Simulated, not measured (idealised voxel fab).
You're looking at the process module voxel transistor to metal.
Section shown: cut. Width: 190 nm. Cell size: 5 nm, square.
Cross-section spec: square-cell grid; bands listed top down; each band is one or more rows.
Top, bottom (nm), then materials left to right with widths (nm); lone material tagged "full width" fills the whole band edge to edge; "empty" = empty space.
Where do heights start? At 0: under that level the wafer as delivered is made of one material only. And the lowest band has no floor; it just carries on downward, as in "from 0 down".
Width spec "30..40" -> top row of cells at first value, bottom row at second value, equal per-row change in between.
"stayed the same" (step): cross-section cells unchanged, all of them.
Empty spaces counting at least 8 cells and having no open way to the top are listed in "Unvented internal voids". The notation width x height at distance is used for each, the distance being from the left edge and all three values in nm.
Formally, on a step line, whatever follows the settings is a remark that the simulator itself makes on the step.
A step's line can hold "overlay nm"; with a mask on that step, the setting says how far right of the planned place the mask lay, while a negative setting says it lay to the left.

**Planned step list for the process**
- 1: RECEIVE [material Si]
- 2: CONFORMAL_DEP [material SiO2] [thk nm 5]
- 3: CONFORMAL_DEP [material SiN] [thk nm 15]
- 4: MASKED_ETCH [tone cover] [mask id ACTIVE] [width nm 115] [etch materials SiN] [depth nm 15] [overlay nm 0]
- 5: MASKED_ETCH [tone cover] [mask id ACTIVE] [width nm 115] [etch materials SiO2] [depth nm 5] [overlay nm 0]
- 6: MASKED_ETCH [tone cover] [mask id ACTIVE] [width nm 115] [etch materials Si] [depth nm 20] [overlay nm 0]
- 7: FILL_DEP [material SiO2] [thk nm 5]
- 8: CMP [height nm 20]
- 9: SELECTIVE_ETCH [etch materials SiO2] [depth nm 10]
- 10: STRIP [etch materials SiN]
- 11: SELECTIVE_ETCH [etch materials SiO2] [depth nm 5]
- 12: OXIDIZE [depth nm 5]
- 13: DIRECTIONAL_DEP [material polySi] [thk nm 30]
- 14: DIRECTIONAL_DEP [material SiCN] [thk nm 15]
- 15: DIRECTIONAL_DEP [material aC] [thk nm 10]
- 16: PATTERN [tone cover] [mask id GATE] [material resist] [width nm 25] [thk nm 25] [overlay nm 0]
- 17: DIRECTIONAL_ETCH [etch materials aC] [depth nm 10]
- 18: STRIP [etch materials resist]
- 19: DIRECTIONAL_ETCH [etch materials SiCN] [depth nm 25]
- 20: DIRECTIONAL_ETCH [etch materials polySi] [depth nm 40]
- 21: STRIP [etch materials aC]
- 22: CONFORMAL_DEP [material SiN] [thk nm 5]
- 23: DIRECTIONAL_ETCH [etch materials SiN] [depth nm 5]
- 24: DIRECTIONAL_ETCH [etch materials SiO2] [depth nm 5]
- 25: DIRECTIONAL_ETCH [etch materials Si] [depth nm 5]
- 26: EPI [material nSi] [thk nm 5]
- 27: FILL_DEP [material SiO2] [thk nm 5]
- 28: CMP [height nm 30]
- 29: STRIP [etch materials polySi]
- 30: SELECTIVE_ETCH [etch materials SiO2] [depth nm 5]
- 31: CONFORMAL_DEP [material HfO2] [thk nm 5]
- 32: CONFORMAL_DEP [material TiN] [thk nm 5]
- 33: FILL_DEP [material W] [thk nm 5]
- 34: CMP [height nm 25]
- 35: DIRECTIONAL_DEP [material SiO2] [thk nm 10]
- 36: DIRECTIONAL_DEP [material aC] [thk nm 15]
- 37: PATTERN [tone open] [mask id CONTACT] [material resist] [width nm 20] [pitch nm 85] [thk nm 35] [overlay nm 0]
- 38: DIRECTIONAL_ETCH [etch materials aC] [depth nm 15]
- 39: STRIP [etch materials resist]
- 40: DIRECTIONAL_ETCH [etch materials SiO2] [depth nm 40]
- 41: STRIP [etch materials aC]
- 42: CONFORMAL_DEP [material TiN] [thk nm 5]
- 43: FILL_DEP [material W] [thk nm 5]
- 44: CMP [height nm 35]
- 45: DIRECTIONAL_DEP [material TiN] [thk nm 5]
- 46: DIRECTIONAL_DEP [material Ru] [thk nm 25]
- 47: PATTERN [tone cover] [mask id METAL_1] [material resist] [width nm 20] [pitch nm 85] [thk nm 20] [overlay nm 0]
- 48: DIRECTIONAL_ETCH [etch materials Ru] [depth nm 25]
- 49: DIRECTIONAL_ETCH [etch materials TiN] [depth nm 5]
- 50: STRIP [etch materials resist]
- 51: FILL_DEP [material lowk] [thk nm 5]
- 52: CMP [height nm 65]
- 53: CONFORMAL_DEP [material SiCN] [thk nm 5]
- 54: DIRECTIONAL_DEP [material SiO2] [thk nm 30]
- 55: DIRECTIONAL_DEP [material aC] [thk nm 15]
- 56: PATTERN [tone open] [mask id METAL_2] [material resist] [width nm 20] [pitch nm 85] [thk nm 30] [overlay nm 0]
- 57: DIRECTIONAL_ETCH [etch materials aC] [depth nm 15]
- 58: STRIP [etch materials resist]
- 59: DIRECTIONAL_ETCH [etch materials SiO2] [depth nm 15]
- 60: STRIP [etch materials aC]
- 61: DIRECTIONAL_DEP [material aC] [thk nm 15]
- 62: PATTERN [tone open] [mask id METAL_2_HOLES] [material resist] [width nm 15] [pitch nm 85] [thk nm 35] [overlay nm 0]
- 63: DIRECTIONAL_ETCH [etch materials aC] [depth nm 15]
- 64: STRIP [etch materials resist]
- 65: DIRECTIONAL_ETCH [etch materials SiO2] [depth nm 15]
- 66: DIRECTIONAL_ETCH [etch materials SiCN] [depth nm 5]
- 67: STRIP [etch materials aC]
- 68: CONFORMAL_DEP [material TiN] [thk nm 5]
- 69: FILL_DEP [material Cu] [thk nm 5]
- 70: CMP [height nm 100]
- 71: CONFORMAL_DEP [material SiCN] [thk nm 5]

**Wafer cross-section on receipt, i.e. after step 1**
    from 0 down  Si full width
    Unvented internal voids: none

**first wafer at the end, as planned**
    from 105 to 100  SiCN full width
    from 100 to 90  SiO2 (40), TiN (5), Cu (10), TiN (5), SiO2 (65), TiN (5), Cu (10), TiN (5), SiO2 (45)
    from 90 to 85  SiO2 (40), TiN (5), Cu (5), TiN (10), SiO2 (65), TiN (5), Cu (5), TiN (10), SiO2 (45)
    from 85 to 70  SiO2 (40), TiN (5), Cu (5), TiN (5), SiO2 (70), TiN (5), Cu (5), TiN (5), SiO2 (50)
    from 70 to 65  SiCN (40), TiN (15), SiCN (70), TiN (15), SiCN (50)
    from 65 to 40  lowk (40), Ru (20), lowk (65), Ru (20), lowk (45)
    from 40 to 35  lowk (40), TiN (20), lowk (65), TiN (20), lowk (45)
    from 35 to 25  SiO2 (40), TiN (5), W (10), TiN (5), SiO2 (65), TiN (5), W (10), TiN (5), SiO2 (45)
    from 25 to 5  SiO2 (40), TiN (5), W (10), TiN (5), SiO2 (15), SiN (5), HfO2 (5), TiN (5), W (5), TiN (5), HfO2 (5), SiN (5), SiO2 (15), TiN (5), W (10), TiN (5), SiO2 (45)
    from 5 to 0  SiO2 (30), SiN (5), SiO2 (5), TiN (5), W (10), TiN (5), SiO2 (15), SiN (5), HfO2 (5), TiN (15), HfO2 (5), SiN (5), SiO2 (15), TiN (5), W (10), TiN (5), SiO2 (5), SiN (5), SiO2 (35)
    from 0 to -5  SiO2 (40), TiN (20), SiO2 (10), nSi (5), HfO2 (35), nSi (5), SiO2 (10), TiN (20), SiO2 (45)
    from -5 to -10  SiO2 (35), nSi (40), Si (35), nSi (40), SiO2 (40)
    from -10 to -20  SiO2 (35), Si (115), SiO2 (40)
    from -20 down  Si full width
    Unvented internal voids: none

**Second wafer through the module, sectioned at the end: same beginning and same plan as the first wafer, with one mistake in carrying it out**
    from 105 to 100  SiCN full width
    from 100 to 90  SiO2 (40), TiN (5), Cu (10), TiN (5), SiO2 (65), TiN (5), Cu (10), TiN (5), SiO2 (45)
    from 90 to 85  SiO2 (40), TiN (5), Cu (5), TiN (10), SiO2 (65), TiN (5), Cu (5), TiN (10), SiO2 (45)
    from 85 to 70  SiO2 (40), TiN (5), Cu (5), TiN (5), SiO2 (70), TiN (5), Cu (5), TiN (5), SiO2 (50)
    from 70 to 65  SiCN (40), TiN (15), SiCN (70), TiN (15), SiCN (50)
    from 65 to 40  lowk (40), Ru (20), lowk (65), Ru (20), lowk (45)
    from 40 to 35  lowk (40), TiN (20), lowk (65), TiN (20), lowk (45)
    from 35 to 25  SiO2 (40), TiN (5), W (10), TiN (5), SiO2 (65), TiN (5), W (10), TiN (5), SiO2 (45)
    from 25 to 5  SiO2 (40), TiN (5), W (10), TiN (5), SiO2 (15), SiN (5), HfO2 (5), TiN (5), W (5), TiN (5), HfO2 (5), SiN (5), SiO2 (15), TiN (5), W (10), TiN (5), SiO2 (45)
    from 5 to 0  SiO2 (30), SiN (5), SiO2 (5), TiN (5), W (10), TiN (5), SiO2 (15), SiN (5), HfO2 (5), TiN (15), HfO2 (5), SiN (5), SiO2 (15), TiN (5), W (10), TiN (5), SiO2 (5), SiN (5), SiO2 (35)
    from 0 to -5  SiO2 (40), TiN (20), SiO2 (15), HfO2 (35), SiO2 (15), TiN (20), SiO2 (45)
    from -5 to -15  SiO2 full width
    from -15 to -20  SiO2 (35), Si (115), SiO2 (40)
    from -20 down  Si full width
    Unvented internal voids: none
Deviation noted in wafer processing: step 12 ran as: OXIDIZE [depth nm 15]
Bottom line after processing is that, in cells, the second wafer is up or down on some materials versus the first: Si: 30 fewer; SiO2: 48 more; nSi: 18 fewer
